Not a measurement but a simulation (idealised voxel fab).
process module | voxel wiring stack
cross-section cut | 145 nm wide | cells 5 nm
A cross-section is a grid of square cells, given in bands from the top down. A band is one or more rows of cells.
Each band's line starts with the height of the band's top and of its bottom, in nm. Then come its materials from left to right, each with its width in nm. One material with "throughout" fills the band from edge to edge. "air" is empty space.
Height 0 is the level under which the wafer as received is all one material. The lowest band goes on downwards, as in "0 down".
A width such as "30 to 40" changes by the same amount from each row of cells to the next, from the band's top row to its bottom row.
"no change" after a step means that no cell of the cross-section changed.
closed voids: empty space of 8 cells or more with no open way to the top, each as width x height at its distance from the left edge, in nm
after a step's settings: what the simulator itself notes on the step
overlay nm, on a step with a mask: how far to the right of its planned place the mask lay; to the left if negative
plan
1 op RECEIVE | material Si
2 op CONFORMAL_DEP | material SiO2 | thk nm 10
3 op DIRECTIONAL_DEP | material TiN | thk nm 5
4 op DIRECTIONAL_DEP | material Ru | thk nm 20
5 op PATTERN | tone cover | mask id METAL_1 | material resist | width nm 30 | pitch nm 55 | thk nm 20 | overlay nm 0
6 op DIRECTIONAL_ETCH | etch materials Ru | depth nm 20
7 op DIRECTIONAL_ETCH | etch materials TiN | depth nm 5
8 op STRIP | etch materials resist
9 op CONFORMAL_DEP | material SiCN | thk nm 5
10 op FILL_DEP | material SiO2 | thk nm 10
11 op CMP | height nm 35
12 op CONFORMAL_DEP | material SiCN | thk nm 5
13 op DIRECTIONAL_DEP | material SiO2 | thk nm 10
14 op MASKED_ETCH | tone open | mask id PLUG_1 | width nm 15 | etch materials SiO2 | depth nm 10 | overlay nm 0
15 op MASKED_ETCH | tone open | mask id PLUG_1 | width nm 15 | etch materials SiCN | depth nm 5 | overlay nm 0
16 op CONFORMAL_DEP | material TiN | thk nm 5
17 op FILL_DEP | material W | thk nm 10
18 op CMP | height nm 50
19 op CONFORMAL_DEP | material SiCN | thk nm 5
20 op DIRECTIONAL_DEP | material lowk | thk nm 20
21 op DIRECTIONAL_DEP | material aC | thk nm 10
22 op PATTERN | tone open | mask id METAL_2 | material resist | width nm 30 | pitch nm 55 | thk nm 30 | overlay nm 0
23 op DIRECTIONAL_ETCH | etch materials aC | depth nm 10
24 op STRIP | etch materials resist
25 op DIRECTIONAL_ETCH | etch materials lowk | depth nm 20
26 op DIRECTIONAL_ETCH | etch materials SiCN | depth nm 5
27 op STRIP | etch materials aC
28 op CONFORMAL_DEP | material TiN | thk nm 5
29 op FILL_DEP | material Cu | thk nm 5
30 op CMP | height nm 75
31 op CONFORMAL_DEP | material SiCN | thk nm 5
32 op DIRECTIONAL_DEP | material SiO2 | thk nm 20
33 op DIRECTIONAL_DEP | material aC | thk nm 10
34 op PATTERN | tone open | mask id PLUG_2 | material resist | width nm 15 | pitch nm 55 | thk nm 30 | overlay nm 0
35 op DIRECTIONAL_ETCH | etch materials aC | depth nm 10
36 op STRIP | etch materials resist
37 op DIRECTIONAL_ETCH | etch materials SiO2 | depth nm 20
38 op DIRECTIONAL_ETCH | etch materials SiCN | depth nm 5
39 op STRIP | etch materials aC
40 op CONFORMAL_DEP | material TiN | thk nm 5
41 op FILL_DEP | material W | thk nm 10
42 op CMP | height nm 100
43 op DIRECTIONAL_DEP | material TiN | thk nm 5
44 op DIRECTIONAL_DEP | material Ru | thk nm 25
45 op MASKED_ETCH | tone cover | mask id METAL_3 | width nm 30 | pitch nm 55 | etch materials Ru | depth nm 25 | overlay nm 0
46 op MASKED_ETCH | tone cover | mask id METAL_3 | width nm 30 | pitch nm 55 | etch materials TiN | depth nm 5 | overlay nm 0
47 op FILL_DEP | material SiO2 | thk nm 10
48 op CMP | height nm 130
49 op CONFORMAL_DEP | material SiN | thk nm 5
first wafer, as planned
as received, after step 1
  0 down: Si throughout
  closed voids: none
after step 2
  10 to 0: SiO2 throughout
  below 0: unchanged
after step 3
  15 to 10: TiN throughout
  below 10: unchanged
after step 4
  35 to 15: Ru throughout
  below 15: unchanged
after step 5
  55 to 35: air 30 | resist 30 | air 25 | resist 30 | air 30
  below 35: unchanged
after step 6
  55 to 35: air 30 | resist 30 | air 25 | resist 30 | air 30
  35 to 15: air 30 | Ru 30 | air 25 | Ru 30 | air 30
  below 15: unchanged
after step 7
  55 to 35: air 30 | resist 30 | air 25 | resist 30 | air 30
  35 to 15: air 30 | Ru 30 | air 25 | Ru 30 | air 30
  15 to 10: air 30 | TiN 30 | air 25 | TiN 30 | air 30
  below 10: unchanged
after step 8
  35 to 15: air 30 | Ru 30 | air 25 | Ru 30 | air 30
  below 15: unchanged
after step 9
  40 to 35: air 25 | SiCN 40 | air 15 | SiCN 40 | air 25
  35 to 15: air 25 | SiCN 5 | Ru 30 | SiCN 5 | air 15 | SiCN 5 | Ru 30 | SiCN 5 | air 25
  15 to 10: SiCN 30 | TiN 30 | SiCN 25 | TiN 30 | SiCN 30
  below 10: unchanged
after step 10
  50 to 40: SiO2 throughout
  40 to 35: SiO2 25 | SiCN 40 | SiO2 15 | SiCN 40 | SiO2 25
  35 to 15: SiO2 25 | SiCN 5 | Ru 30 | SiCN 5 | SiO2 15 | SiCN 5 | Ru 30 | SiCN 5 | SiO2 25
  below 15: unchanged
after step 11
  35 to 15: SiO2 25 | SiCN 5 | Ru 30 | SiCN 5 | SiO2 15 | SiCN 5 | Ru 30 | SiCN 5 | SiO2 25
  below 15: unchanged
after step 12
  40 to 35: SiCN throughout
  below 35: unchanged
after step 13
  50 to 40: SiO2 throughout
  below 40: unchanged
after step 14
  50 to 40: SiO2 30 | air 15 | SiO2 100
  below 40: unchanged
after step 15
  50 to 40: SiO2 30 | air 15 | SiO2 100
  40 to 35: SiCN 30 | air 15 | SiCN 100
  below 35: unchanged
after step 16
  55 to 50: TiN 35 | air 5 | TiN 105
  50 to 40: SiO2 30 | TiN 5 | air 5 | TiN 5 | SiO2 100
  40 to 35: SiCN 30 | TiN 15 | SiCN 100
  below 35: unchanged
after step 17
  65 to 55: W throughout
  55 to 50: TiN 35 | W 5 | TiN 105
  50 to 40: SiO2 30 | TiN 5 | W 5 | TiN 5 | SiO2 100
  below 40: unchanged
after step 18
  50 to 40: SiO2 30 | TiN 5 | W 5 | TiN 5 | SiO2 100
  below 40: unchanged
after step 19
  55 to 50: SiCN throughout
  below 50: unchanged
after step 20
  75 to 55: lowk throughout
  below 55: unchanged
after step 21
  85 to 75: aC throughout
  below 75: unchanged
after step 22
  115 to 85: resist 30 | air 30 | resist 25 | air 30 | resist 30
  below 85: unchanged
after step 23
  105 to 85: resist 30 | air 30 | resist 25 | air 30 | resist 30
  85 to 75: aC 30 | air 30 | aC 25 | air 30 | aC 30
  below 75: unchanged
after step 24
  85 to 75: aC 30 | air 30 | aC 25 | air 30 | aC 30
  below 75: unchanged
after step 25
  85 to 75: aC 30 | air 30 | aC 25 | air 30 | aC 30
  75 to 55: lowk 30 | air 30 | lowk 25 | air 30 | lowk 30
  below 55: unchanged
after step 26
  85 to 75: aC 30 | air 30 | aC 25 | air 30 | aC 30
  75 to 55: lowk 30 | air 30 | lowk 25 | air 30 | lowk 30
  55 to 50: SiCN 30 | air 30 | SiCN 25 | air 30 | SiCN 30
  below 50: unchanged
after step 27
  75 to 55: lowk 30 | air 30 | lowk 25 | air 30 | lowk 30
  below 55: unchanged
after step 28
  80 to 75: TiN 35 | air 20 | TiN 35 | air 20 | TiN 35
  75 to 55: lowk 30 | TiN 5 | air 20 | TiN 5 | lowk 25 | TiN 5 | air 20 | TiN 5 | lowk 30
  55 to 50: SiCN 30 | TiN 30 | SiCN 25 | TiN 30 | SiCN 30
  below 50: unchanged
after step 29
  85 to 80: Cu throughout
  80 to 75: TiN 35 | Cu 20 | TiN 35 | Cu 20 | TiN 35
  75 to 55: lowk 30 | TiN 5 | Cu 20 | TiN 5 | lowk 25 | TiN 5 | Cu 20 | TiN 5 | lowk 30
  below 55: unchanged
after step 30
  75 to 55: lowk 30 | TiN 5 | Cu 20 | TiN 5 | lowk 25 | TiN 5 | Cu 20 | TiN 5 | lowk 30
  below 55: unchanged
after step 31
  80 to 75: SiCN throughout
  below 75: unchanged
after step 32
  100 to 80: SiO2 throughout
  below 80: unchanged
after step 33
  110 to 100: aC throughout
  below 100: unchanged
after step 34
  140 to 110: resist 30 | air 15 | resist 40 | air 15 | resist 45
  below 110: unchanged
after step 35
  130 to 110: resist 30 | air 15 | resist 40 | air 15 | resist 45
  110 to 100: aC 30 | air 15 | aC 40 | air 15 | aC 45
  below 100: unchanged
after step 36
  110 to 100: aC 30 | air 15 | aC 40 | air 15 | aC 45
  below 100: unchanged
after step 37
  110 to 100: aC 30 | air 15 | aC 40 | air 15 | aC 45
  100 to 80: SiO2 30 | air 15 | SiO2 40 | air 15 | SiO2 45
  below 80: unchanged
after step 38
  110 to 100: aC 30 | air 15 | aC 40 | air 15 | aC 45
  100 to 80: SiO2 30 | air 15 | SiO2 40 | air 15 | SiO2 45
  80 to 75: SiCN 30 | air 15 | SiCN 40 | air 15 | SiCN 45
  below 75: unchanged
after step 39
  100 to 80: SiO2 30 | air 15 | SiO2 40 | air 15 | SiO2 45
  below 80: unchanged
after step 40
  105 to 100: TiN 35 | air 5 | TiN 50 | air 5 | TiN 50
  100 to 80: SiO2 30 | TiN 5 | air 5 | TiN 5 | SiO2 40 | TiN 5 | air 5 | TiN 5 | SiO2 45
  80 to 75: SiCN 30 | TiN 15 | SiCN 40 | TiN 15 | SiCN 45
  below 75: unchanged
after step 41
  115 to 105: W throughout
  105 to 100: TiN 35 | W 5 | TiN 50 | W 5 | TiN 50
  100 to 80: SiO2 30 | TiN 5 | W 5 | TiN 5 | SiO2 40 | TiN 5 | W 5 | TiN 5 | SiO2 45
  below 80: unchanged
after step 42
  100 to 80: SiO2 30 | TiN 5 | W 5 | TiN 5 | SiO2 40 | TiN 5 | W 5 | TiN 5 | SiO2 45
  below 80: unchanged
after step 43
  105 to 100: TiN throughout
  below 100: unchanged
after step 44
  130 to 105: Ru throughout
  below 105: unchanged
after step 45
  130 to 105: air 30 | Ru 30 | air 25 | Ru 30 | air 30
  below 105: unchanged
after step 46
  130 to 105: air 30 | Ru 30 | air 25 | Ru 30 | air 30
  105 to 100: air 30 | TiN 30 | air 25 | TiN 30 | air 30
  below 100: unchanged
after step 47
  140 to 130: SiO2 throughout
  130 to 105: SiO2 30 | Ru 30 | SiO2 25 | Ru 30 | SiO2 30
  105 to 100: SiO2 30 | TiN 30 | SiO2 25 | TiN 30 | SiO2 30
  below 100: unchanged
after step 48
  130 to 105: SiO2 30 | Ru 30 | SiO2 25 | Ru 30 | SiO2 30
  below 105: unchanged
after step 49
  135 to 130: SiN throughout
  below 130: unchanged
second wafer: like start, like plan, one mistake. Through step 22 it matches the first wafer
when step 23 should have ended
  95 to 85: resist 30 | air 30 | resist 25 | air 30 | resist 30
  85 to 75: aC 30 | air 30 | aC 25 | air 30 | aC 30
  below 75: unchanged
when step 24 should have ended
  85 to 75: aC 30 | air 30 | aC 25 | air 30 | aC 30
  below 75: unchanged
when step 25 should have ended
  85 to 75: aC 30 | air 30 | aC 25 | air 30 | aC 30
  75 to 55: lowk 30 | air 30 | lowk 25 | air 30 | lowk 30
  below 55: unchanged
when step 26 should have ended
  85 to 75: aC 30 | air 30 | aC 25 | air 30 | aC 30
  75 to 55: lowk 30 | air 30 | lowk 25 | air 30 | lowk 30
  55 to 50: SiCN 30 | air 30 | SiCN 25 | air 30 | SiCN 30
  below 50: unchanged
when step 27 should have ended
  75 to 55: lowk 30 | air 30 | lowk 25 | air 30 | lowk 30
  below 55: unchanged
when step 28 should have ended
  80 to 75: TiN 35 | air 20 | TiN 35 | air 20 | TiN 35
  75 to 55: lowk 30 | TiN 5 | air 20 | TiN 5 | lowk 25 | TiN 5 | air 20 | TiN 5 | lowk 30
  55 to 50: SiCN 30 | TiN 30 | SiCN 25 | TiN 30 | SiCN 30
  below 50: unchanged
when step 29 should have ended
  85 to 80: Cu throughout
  80 to 75: TiN 35 | Cu 20 | TiN 35 | Cu 20 | TiN 35
  75 to 55: lowk 30 | TiN 5 | Cu 20 | TiN 5 | lowk 25 | TiN 5 | Cu 20 | TiN 5 | lowk 30
  below 55: unchanged
when step 30 should have ended
  75 to 55: lowk 30 | TiN 5 | Cu 20 | TiN 5 | lowk 25 | TiN 5 | Cu 20 | TiN 5 | lowk 30
  below 55: unchanged
when step 31 should have ended
  80 to 75: SiCN throughout
  below 75: unchanged
when step 32 should have ended
  100 to 80: SiO2 throughout
  below 80: unchanged
when step 33 should have ended
  110 to 100: aC throughout
  below 100: unchanged
when step 34 should have ended
  140 to 110: resist 30 | air 15 | resist 40 | air 15 | resist 45
  below 110: unchanged
when step 35 should have ended
  130 to 110: resist 30 | air 15 | resist 40 | air 15 | resist 45
  110 to 100: aC 30 | air 15 | aC 40 | air 15 | aC 45
  below 100: unchanged
when step 36 should have ended
  110 to 100: aC 30 | air 15 | aC 40 | air 15 | aC 45
  below 100: unchanged
when step 37 should have ended
  110 to 100: aC 30 | air 15 | aC 40 | air 15 | aC 45
  100 to 80: SiO2 30 | air 15 | SiO2 40 | air 15 | SiO2 45
  below 80: unchanged
when step 38 should have ended
  110 to 100: aC 30 | air 15 | aC 40 | air 15 | aC 45
  100 to 80: SiO2 30 | air 15 | SiO2 40 | air 15 | SiO2 45
  80 to 75: SiCN 30 | air 15 | SiCN 40 | air 15 | SiCN 45
  below 75: unchanged
when step 39 should have ended
  100 to 80: SiO2 30 | air 15 | SiO2 40 | air 15 | SiO2 45
  below 80: unchanged
when step 40 should have ended
  105 to 100: TiN 35 | air 5 | TiN 50 | air 5 | TiN 50
  100 to 80: SiO2 30 | TiN 5 | air 5 | TiN 5 | SiO2 40 | TiN 5 | air 5 | TiN 5 | SiO2 45
  80 to 75: SiCN 30 | TiN 15 | SiCN 40 | TiN 15 | SiCN 45
  below 75: unchanged
when step 41 should have ended
  115 to 105: W throughout
  105 to 100: TiN 35 | W 5 | TiN 50 | W 5 | TiN 50
  100 to 80: SiO2 30 | TiN 5 | W 5 | TiN 5 | SiO2 40 | TiN 5 | W 5 | TiN 5 | SiO2 45
  below 80: unchanged
when step 42 should have ended
  100 to 80: SiO2 30 | TiN 5 | W 5 | TiN 5 | SiO2 40 | TiN 5 | W 5 | TiN 5 | SiO2 45
  below 80: unchanged
when step 43 should have ended
  105 to 100: TiN throughout
  below 100: unchanged
when step 44 should have ended
  130 to 105: Ru throughout
  below 105: unchanged
when step 45 should have ended
  130 to 105: air 30 | Ru 30 | air 25 | Ru 30 | air 30
  below 105: unchanged
when step 46 should have ended
  130 to 105: air 30 | Ru 30 | air 25 | Ru 30 | air 30
  105 to 100: air 30 | TiN 30 | air 25 | TiN 30 | air 30
  below 100: unchanged
when step 47 should have ended
  140 to 130: SiO2 throughout
  130 to 105: SiO2 30 | Ru 30 | SiO2 25 | Ru 30 | SiO2 30
  105 to 100: SiO2 30 | TiN 30 | SiO2 25 | TiN 30 | SiO2 30
  below 100: unchanged
when step 48 should have ended
  130 to 105: SiO2 30 | Ru 30 | SiO2 25 | Ru 30 | SiO2 30
  below 105: unchanged
when step 49 should have ended
  135 to 130: SiN throughout
  below 130: unchanged
what went wrong: step 23 was run twice
at the end the two cross-sections are the same: no effect in what this model computes
